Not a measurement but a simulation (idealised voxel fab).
The document below concerns the process module designated voxel fin reveal.
Xsec cut, 195 nm wide, square cell size 5 nm.
If you're reading a cross-section in this doc, picture square cells in a grid; it comes to you as bands, top ones listed first down to the bottom, and a band can be one or more rows of cells. Within each band entry, the heights of the top and of the bottom of the band appear first, in that order and in nm; the materials of the band then follow from left to right, each with its corresponding width in nm. The designation "full width" on a single material indicates that it fills the band from edge to edge; the designation "air" indicates empty space. Heights are measured from 0, the level below which the as-received wafer is all one material; the lowest band has no bottom and continues downward, written as in "0 down". With a width like "30->40", each row of cells in the band differs from the next by the same amount, the top row carrying the first number and the bottom row the second. Key: "no change occurred" - step with no changed cell in the cross-section. Sealed internal voids: empty space of 8 cells or more with no open way to the top, each as width x height at its distance from the left edge, in nm. If you see something after the settings on a step's line, that's the simulator's own remark about that step. overlay nm: mask right of planned place by this much (step with mask). Neg. = left.

Steps in the process plan:
1,RECEIVE (material Si)
2,CONFORMAL_DEP (material SiN; thk nm 10)
3,PATTERN (tone cover; mask id FINS; material resist; width nm 15; pitch nm 45; thk nm 20; overlay nm 0)
4,DIRECTIONAL_ETCH (etch materials SiN; depth nm 10)
5,DIRECTIONAL_ETCH (etch materials Si; depth nm 35)
6,STRIP (etch materials resist)
7,FILL_DEP (material SiO2; thk nm 15)
8,CMP (height nm 10)
9,SELECTIVE_ETCH (etch materials SiO2; depth nm 35)
10,STRIP (etch materials SiN)

First of two wafers: run as planned:

Received-state cross-section, reflecting completion of step 1:
    0 down  Si full width
    Sealed internal voids: none

Cross-section: wafer state after step 2:
    10 to 0  SiN full width
    Nothing below the height 0 has changed.

Cross-section: wafer state after step 3:
    30 to 10  air (20), then resist (15), then air (30), then resist (15), then air (30), then resist (15), then air (30), then resist (15), then air (25)
    Nothing below the height 10 has changed.

Cross-section: wafer state after step 4:
    30 to 10  air (20), then resist (15), then air (30), then resist (15), then air (30), then resist (15), then air (30), then resist (15), then air (25)
    10 to 0  air (20), then SiN (15), then air (30), then SiN (15), then air (30), then SiN (15), then air (30), then SiN (15), then air (25)
    Nothing below the height 0 has changed.

Cross-section: wafer state after step 5:
    30 to 10  air (20), then resist (15), then air (30), then resist (15), then air (30), then resist (15), then air (30), then resist (15), then air (25)
    10 to 0  air (20), then SiN (15), then air (30), then SiN (15), then air (30), then SiN (15), then air (30), then SiN (15), then air (25)
    0 to -35  air (20), then Si (15), then air (30), then Si (15), then air (30), then Si (15), then air (30), then Si (15), then air (25)
    Nothing below the height -35 has changed.

Cross-section: wafer state after step 6:
    10 to 0  air (20), then SiN (15), then air (30), then SiN (15), then air (30), then SiN (15), then air (30), then SiN (15), then air (25)
    Nothing below the height 0 has changed.

Cross-section: wafer state after step 7:
    25 to 10  SiO2 full width
    10 to 0  SiO2 (20), then SiN (15), then SiO2 (30), then SiN (15), then SiO2 (30), then SiN (15), then SiO2 (30), then SiN (15), then SiO2 (25)
    0 to -35  SiO2 (20), then Si (15), then SiO2 (30), then Si (15), then SiO2 (30), then Si (15), then SiO2 (30), then Si (15), then SiO2 (25)
    Nothing below the height -35 has changed.

Cross-section: wafer state after step 8:
    10 to 0  SiO2 (20), then SiN (15), then SiO2 (30), then SiN (15), then SiO2 (30), then SiN (15), then SiO2 (30), then SiN (15), then SiO2 (25)
    Nothing below the height 0 has changed.

Cross-section: wafer state after step 9:
    10 to 0  air (20), then SiN (15), then air (30), then SiN (15), then air (30), then SiN (15), then air (30), then SiN (15), then air (25)
    0 to -25  air (20), then Si (15), then air (30), then Si (15), then air (30), then Si (15), then air (30), then Si (15), then air (25)
    Nothing below the height -25 has changed.

Cross-section: wafer state after step 10:
    0 to -25  air (20), then Si (15), then air (30), then Si (15), then air (30), then Si (15), then air (30), then Si (15), then air (25)
    Nothing below the height -25 has changed.

Second Wafer (Identical Start and Plan, One Processing Error; Matches First Wafer Through Step 2):

Look at the second wafer in cross-section at the time step 3 ought to have finished:
    0 down  Si full width

Look at the second wafer in cross-section at the time step 4 ought to have finished:
    20 to 0  air (20), then resist (15), then air (30), then resist (15), then air (30), then resist (15), then air (30), then resist (15), then air (25)
    Nothing below the height 0 has changed.

Look at the second wafer in cross-section at the time step 5 ought to have finished:
    20 to 0  air (20), then resist (15), then air (30), then resist (15), then air (30), then resist (15), then air (30), then resist (15), then air (25)
    0 to -35  air (20), then Si (15), then air (30), then Si (15), then air (30), then Si (15), then air (30), then Si (15), then air (25)
    Nothing below the height -35 has changed.

Look at the second wafer in cross-section at the time step 6 ought to have finished:
    0 to -35  air (20), then Si (15), then air (30), then Si (15), then air (30), then Si (15), then air (30), then Si (15), then air (25)
    Nothing below the height -35 has changed.

Look at the second wafer in cross-section at the time step 7 ought to have finished:
    15 to 0  SiO2 full width
    0 to -35  SiO2 (20), then Si (15), then SiO2 (30), then Si (15), then SiO2 (30), then Si (15), then SiO2 (30), then Si (15), then SiO2 (25)
    Nothing below the height -35 has changed.

Look at the second wafer in cross-section at the time step 8 ought to have finished:
    10 to 0  SiO2 full width
    Nothing below the height 0 has changed.

Look at the second wafer in cross-section at the time step 9 ought to have finished:
    0 to -25  air (20), then Si (15), then air (30), then Si (15), then air (30), then Si (15), then air (30), then Si (15), then air (25)
    Nothing below the height -25 has changed.

Look at the second wafer in cross-section at the time step 10 ought to have finished: no change occurred
Where did the run depart from the plan? plan vs actual: 3 and 4 interchanged
Result: same final cross-section on the two wafers, so no effect from the mistake in this model.
